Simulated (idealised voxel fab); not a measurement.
Presented below is a process module, voxel self aligned vias.
Displayed cross-section: cut, width of 285 nm, square cells sized 5 nm.
Think of the cross-section as a grid of square cells. We describe it in bands, top to bottom, and each band covers one or more rows of those cells. Each band's line starts with the height of the band's top and of its bottom, in nm. Then come its materials from left to right, each with its width in nm. One material with "edge to edge" fills the band from edge to edge. "air" is empty space. Heights are reckoned from 0. Under this level, the received wafer is all of one material. The bottommost band is open-ended downward, for example "0 -> down". Width spec "30->40" -> top row of cells at first value, bottom row at second value, equal per-row change in between. Any step labelled "no alterations made" changed none of the cells in the cross-section. Under "Voids lacking openings" you'll find the enclosed gaps, the ones with no way out to the top, that are 8 cells or bigger; each reads width x height at distance, with distance counted from the left edge, everything in nm. Whatever follows a step's settings on its line is a remark the simulator itself makes about that step. The line of a step may include "overlay nm". On a step with a mask, this value is how far to the right of its planned place the mask lay. A negative value means the mask lay to the left.
# Planned step list for the process
- 1: RECEIVE [material Si]
- 2: CONFORMAL_DEP [material SiO2] [thk nm 15]
- 3: CONFORMAL_DEP [material SiCN] [thk nm 5]
- 4: DIRECTIONAL_DEP [material SiO2] [thk nm 25]
- 5: DIRECTIONAL_DEP [material aC] [thk nm 15]
- 6: PATTERN [tone open] [mask id LINES] [material resist] [width nm 25] [pitch nm 60] [thk nm 35] [overlay nm 0]
- 7: DIRECTIONAL_ETCH [etch materials aC] [depth nm 15]
- 8: STRIP [etch materials resist]
- 9: DIRECTIONAL_ETCH [etch materials SiO2] [depth nm 25]
- 10: STRIP [etch materials aC]
- 11: CONFORMAL_DEP [material TiN] [thk nm 5]
- 12: FILL_DEP [material W] [thk nm 5]
- 13: CMP [height nm 45]
- 14: SELECTIVE_ETCH [etch materials W Ru TiN] [depth nm 10]
- 15: FILL_DEP [material SiN] [thk nm 5]
- 16: CMP [height nm 45]
- 17: DIRECTIONAL_DEP [material SiO2] [thk nm 15]
- 18: MASKED_ETCH [tone open] [mask id VIAS] [width nm 35] [etch materials SiO2] [depth nm 15] [overlay nm 0]
- 19: MASKED_ETCH [tone open] [mask id VIAS] [width nm 35] [etch materials SiN] [depth nm 10] [overlay nm 0]
- 20: CONFORMAL_DEP [material TiN] [thk nm 5]
- 21: FILL_DEP [material Ru] [thk nm 5]
- 22: CMP [height nm 60]
- 23: CONFORMAL_DEP [material SiN] [thk nm 5]
# The first wafer of two, processed as planned
# Cross-section of the wafer upon arrival, representing the state reached after step 1
0 -> down | Si edge to edge
Voids lacking openings: none
# after step 2
15 -> 0 | SiO2 edge to edge
Under the height 0 nothing was changed.
# after step 3
20 -> 15 | SiCN edge to edge
Under the height 15 nothing was changed.
# after step 4
45 -> 20 | SiO2 edge to edge
Under the height 20 nothing was changed.
# after step 5
60 -> 45 | aC edge to edge
Under the height 45 nothing was changed.
# after step 6
95 -> 60 | resist 100 nm, air 25 nm, resist 35 nm, air 25 nm, resist 100 nm
Under the height 60 nothing was changed.
# after step 7
80 -> 60 | resist 100 nm, air 25 nm, resist 35 nm, air 25 nm, resist 100 nm
60 -> 45 | aC 100 nm, air 25 nm, aC 35 nm, air 25 nm, aC 100 nm
Under the height 45 nothing was changed.
# after step 8
60 -> 45 | aC 100 nm, air 25 nm, aC 35 nm, air 25 nm, aC 100 nm
Under the height 45 nothing was changed.
# after step 9
60 -> 45 | aC 100 nm, air 25 nm, aC 35 nm, air 25 nm, aC 100 nm
45 -> 20 | SiO2 100 nm, air 25 nm, SiO2 35 nm, air 25 nm, SiO2 100 nm
Under the height 20 nothing was changed.
# after step 10
45 -> 20 | SiO2 100 nm, air 25 nm, SiO2 35 nm, air 25 nm, SiO2 100 nm
Under the height 20 nothing was changed.
# after step 11
50 -> 45 | TiN 105 nm, air 15 nm, TiN 45 nm, air 15 nm, TiN 105 nm
45 -> 25 | SiO2 100 nm, TiN 5 nm, air 15 nm, TiN 5 nm, SiO2 35 nm, TiN 5 nm, air 15 nm, TiN 5 nm, SiO2 100 nm
25 -> 20 | SiO2 100 nm, TiN 25 nm, SiO2 35 nm, TiN 25 nm, SiO2 100 nm
Under the height 20 nothing was changed.
# after step 12
55 -> 50 | W edge to edge
50 -> 45 | TiN 105 nm, W 15 nm, TiN 45 nm, W 15 nm, TiN 105 nm
45 -> 25 | SiO2 100 nm, TiN 5 nm, W 15 nm, TiN 5 nm, SiO2 35 nm, TiN 5 nm, W 15 nm, TiN 5 nm, SiO2 100 nm
Under the height 25 nothing was changed.
# after step 13
45 -> 25 | SiO2 100 nm, TiN 5 nm, W 15 nm, TiN 5 nm, SiO2 35 nm, TiN 5 nm, W 15 nm, TiN 5 nm, SiO2 100 nm
Under the height 25 nothing was changed.
# after step 14
45 -> 35 | SiO2 100 nm, air 25 nm, SiO2 35 nm, air 25 nm, SiO2 100 nm
Under the height 35 nothing was changed.
# after step 15
50 -> 45 | SiN edge to edge
45 -> 35 | SiO2 100 nm, SiN 25 nm, SiO2 35 nm, SiN 25 nm, SiO2 100 nm
Under the height 35 nothing was changed.
# after step 16
45 -> 35 | SiO2 100 nm, SiN 25 nm, SiO2 35 nm, SiN 25 nm, SiO2 100 nm
Under the height 35 nothing was changed.
# after step 17
60 -> 45 | SiO2 edge to edge
Under the height 45 nothing was changed.
# after step 18
60 -> 45 | SiO2 95 nm, air 35 nm, SiO2 155 nm
Under the height 45 nothing was changed.
# after step 19
60 -> 45 | SiO2 95 nm, air 35 nm, SiO2 155 nm
45 -> 35 | SiO2 100 nm, air 25 nm, SiO2 35 nm, SiN 25 nm, SiO2 100 nm
Under the height 35 nothing was changed.
# after step 20
65 -> 60 | TiN 100 nm, air 25 nm, TiN 160 nm
60 -> 50 | SiO2 95 nm, TiN 5 nm, air 25 nm, TiN 5 nm, SiO2 155 nm
50 -> 45 | SiO2 95 nm, TiN 10 nm, air 15 nm, TiN 10 nm, SiO2 155 nm
45 -> 40 | SiO2 100 nm, TiN 5 nm, air 15 nm, TiN 5 nm, SiO2 35 nm, SiN 25 nm, SiO2 100 nm
40 -> 35 | SiO2 100 nm, TiN 25 nm, SiO2 35 nm, SiN 25 nm, SiO2 100 nm
Under the height 35 nothing was changed.
# after step 21
70 -> 65 | Ru edge to edge
65 -> 60 | TiN 100 nm, Ru 25 nm, TiN 160 nm
60 -> 50 | SiO2 95 nm, TiN 5 nm, Ru 25 nm, TiN 5 nm, SiO2 155 nm
50 -> 45 | SiO2 95 nm, TiN 10 nm, Ru 15 nm, TiN 10 nm, SiO2 155 nm
45 -> 40 | SiO2 100 nm, TiN 5 nm, Ru 15 nm, TiN 5 nm, SiO2 35 nm, SiN 25 nm, SiO2 100 nm
Under the height 40 nothing was changed.
# after step 22
60 -> 50 | SiO2 95 nm, TiN 5 nm, Ru 25 nm, TiN 5 nm, SiO2 155 nm
Under the height 50 nothing was changed.
# after step 23
65 -> 60 | SiN edge to edge
Under the height 60 nothing was changed.
# Second of two: same start, same plan, one run error; steps up to and including 17 match the first
# Cross-section: second wafer, time at which step 18 was scheduled to end
60 -> 45 | SiO2 95 nm, air 40 nm, SiO2 150 nm
Under the height 45 nothing was changed.
# Cross-section: second wafer, time at which step 19 was scheduled to end
60 -> 45 | SiO2 95 nm, air 40 nm, SiO2 150 nm
45 -> 35 | SiO2 100 nm, air 25 nm, SiO2 35 nm, SiN 25 nm, SiO2 100 nm
Under the height 35 nothing was changed.
# Cross-section: second wafer, time at which step 20 was scheduled to end
65 -> 60 | TiN 100 nm, air 30 nm, TiN 155 nm
60 -> 50 | SiO2 95 nm, TiN 5 nm, air 30 nm, TiN 5 nm, SiO2 150 nm
50 -> 45 | SiO2 95 nm, TiN 10 nm, air 15 nm, TiN 15 nm, SiO2 150 nm
45 -> 40 | SiO2 100 nm, TiN 5 nm, air 15 nm, TiN 5 nm, SiO2 35 nm, SiN 25 nm, SiO2 100 nm
40 -> 35 | SiO2 100 nm, TiN 25 nm, SiO2 35 nm, SiN 25 nm, SiO2 100 nm
Under the height 35 nothing was changed.
# Cross-section: second wafer, time at which step 21 was scheduled to end
70 -> 65 | Ru edge to edge
65 -> 60 | TiN 100 nm, Ru 30 nm, TiN 155 nm
60 -> 50 | SiO2 95 nm, TiN 5 nm, Ru 30 nm, TiN 5 nm, SiO2 150 nm
50 -> 45 | SiO2 95 nm, TiN 10 nm, Ru 15 nm, TiN 15 nm, SiO2 150 nm
45 -> 40 | SiO2 100 nm, TiN 5 nm, Ru 15 nm, TiN 5 nm, SiO2 35 nm, SiN 25 nm, SiO2 100 nm
Under the height 40 nothing was changed.
# Cross-section: second wafer, time at which step 22 was scheduled to end
60 -> 50 | SiO2 95 nm, TiN 5 nm, Ru 30 nm, TiN 5 nm, SiO2 150 nm
Under the height 50 nothing was changed.
# Cross-section: second wafer, time at which step 23 was scheduled to end
65 -> 60 | SiN edge to edge
Under the height 60 nothing was changed.
Plan not followed: not per plan at step 18, really ran MASKED_ETCH [tone open] [mask id VIAS] [width nm 40] [etch materials SiO2] [depth nm 15] [overlay nm 0]
At the finish, the second wafer shows more or fewer cells for some materials than the first does: Ru +2; SiO2 -3; TiN +1
